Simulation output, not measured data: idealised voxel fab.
You're looking at the process module voxel gate over fins.
Pictured: cross-section cut, 175 nm wide, on a grid of 5 nm square cells.
Reading order for cross-sections: top band down to bottom band. Underlying form: a grid of square cells. Band size: one or more rows of cells. Band entry format. Leading values: height of top, height of bottom, nm. Remainder: materials in left-to-right order, each with its width in nm. Special words: "throughout" on a single material, which then fills the band edge to edge; "air", empty space. Ref level 0: as-received wafer is one material below here. Bottom band extends down with no lower bound ("0 down"). A width such as "30..40" changes by the same amount from each row of cells to the next, from the band's top row to its bottom row. Key: "all unchanged" - step with no changed cell in the cross-section. Basically, "Enclosed void inventory" tells you about the enclosed voids: empty spaces with no open way to the top, 8 cells or bigger, each written width x height at distance, where distance is from the left edge, all in nm. Post-settings text on a step line: simulator's own remark regarding the step. Steps that use a mask can have "overlay nm" on their line. It says how far the mask sat to the right of where it was meant to be. Negative means to the left.

The following list gives the planned process steps
1 RECEIVE with material Si
2 CONFORMAL_DEP with material SiN, thk nm 10
3 PATTERN with tone cover, mask id FINS, material resist, width nm 15, pitch nm 35, thk nm 15, overlay nm 0
4 DIRECTIONAL_ETCH with etch materials SiN, depth nm 10
5 DIRECTIONAL_ETCH with etch materials Si, depth nm 30
6 STRIP with etch materials resist
7 OXIDIZE with depth nm 5
8 FILL_DEP with material SiO2, thk nm 10
9 CMP with height nm 10
10 SELECTIVE_ETCH with etch materials SiO2, depth nm 20
11 STRIP with etch materials SiN
12 CONFORMAL_DEP with material HfO2, thk nm 5
13 CONFORMAL_DEP with material TiN, thk nm 5
14 CONFORMAL_DEP with material TiAl, thk nm 5
15 CONFORMAL_DEP with material TiN, thk nm 5
16 FILL_DEP with material W, thk nm 15
17 CMP with height nm 30
18 CONFORMAL_DEP with material SiN, thk nm 5

Incoming wafer, cross-sectional view, post step 1
> 0 down  Si throughout
> Enclosed void inventory: none

First wafer at the end, as planned
> 35 to 30  SiN throughout
> 30 to 20  W throughout
> 20 to 15  W: 10, then TiN: 150, then W: 15
> 15 to 10  W: 10, then TiN: 5, then TiAl: 140, then TiN: 5, then W: 15
> 10 to 5  TiN: 15, then TiAl: 5, then TiN: 25, then TiAl: 10, then TiN: 25, then TiAl: 10, then TiN: 25, then TiAl: 10, then TiN: 25, then TiAl: 5, then TiN: 20
> 5 to 0  TiAl: 20, then TiN: 5, then HfO2: 15, then TiN: 5, then TiAl: 10, then TiN: 5, then HfO2: 15, then TiN: 5, then TiAl: 10, then TiN: 5, then HfO2: 15, then TiN: 5, then TiAl: 10, then TiN: 5, then HfO2: 15, then TiN: 5, then TiAl: 25
> 0 to -5  TiN: 25, then HfO2: 5, then Si: 5, then HfO2: 5, then TiN: 20, then HfO2: 5, then Si: 5, then HfO2: 5, then TiN: 20, then HfO2: 5, then Si: 5, then HfO2: 5, then TiN: 20, then HfO2: 5, then Si: 5, then HfO2: 5, then TiN: 30
> -5 to -10  HfO2: 30, then Si: 5, then HfO2: 30, then Si: 5, then HfO2: 30, then Si: 5, then HfO2: 30, then Si: 5, then HfO2: 35
> -10 to -35  SiO2: 30, then Si: 5, then SiO2: 30, then Si: 5, then SiO2: 30, then Si: 5, then SiO2: 30, then Si: 5, then SiO2: 35
> -35 down  Si throughout
> Enclosed void inventory: none

Now the second wafer, cross-sectioned at the end of the module. Nothing different at the start, nothing different in the plan compared with the first, just one mistake when it was actually run
> 35 to 30  SiN throughout
> 30 to 15  W throughout
> 15 to 10  W: 15, then TiN: 140, then W: 20
> 10 to 5  W: 15, then TiN: 5, then TiAl: 25, then TiN: 10, then TiAl: 25, then TiN: 10, then TiAl: 25, then TiN: 10, then TiAl: 25, then TiN: 5, then W: 20
> 5 to 0  TiN: 20, then TiAl: 5, then TiN: 15, then TiAl: 5, then TiN: 10, then TiAl: 5, then TiN: 15, then TiAl: 5, then TiN: 10, then TiAl: 5, then TiN: 15, then TiAl: 5, then TiN: 10, then TiAl: 5, then TiN: 15, then TiAl: 5, then TiN: 25
> 0 to -5  TiAl: 25, then TiN: 5, then Si: 5, then TiN: 5, then TiAl: 20, then TiN: 5, then Si: 5, then TiN: 5, then TiAl: 20, then TiN: 5, then Si: 5, then TiN: 5, then TiAl: 20, then TiN: 5, then Si: 5, then TiN: 5, then TiAl: 30
> -5 to -10  TiN: 30, then Si: 5, then TiN: 30, then Si: 5, then TiN: 30, then Si: 5, then TiN: 30, then Si: 5, then TiN: 35
> -10 to -35  SiO2: 30, then Si: 5, then SiO2: 30, then Si: 5, then SiO2: 30, then Si: 5, then SiO2: 30, then Si: 5, then SiO2: 35
> -35 down  Si throughout
> Enclosed void inventory: none
Want to know what went wrong? step 12 of the plan was omitted and not executed
Counted in cells at the end, the second wafer holds more or fewer of these materials than the first: HfO2: 51 fewer; TiN: 12 more; W: 39 more
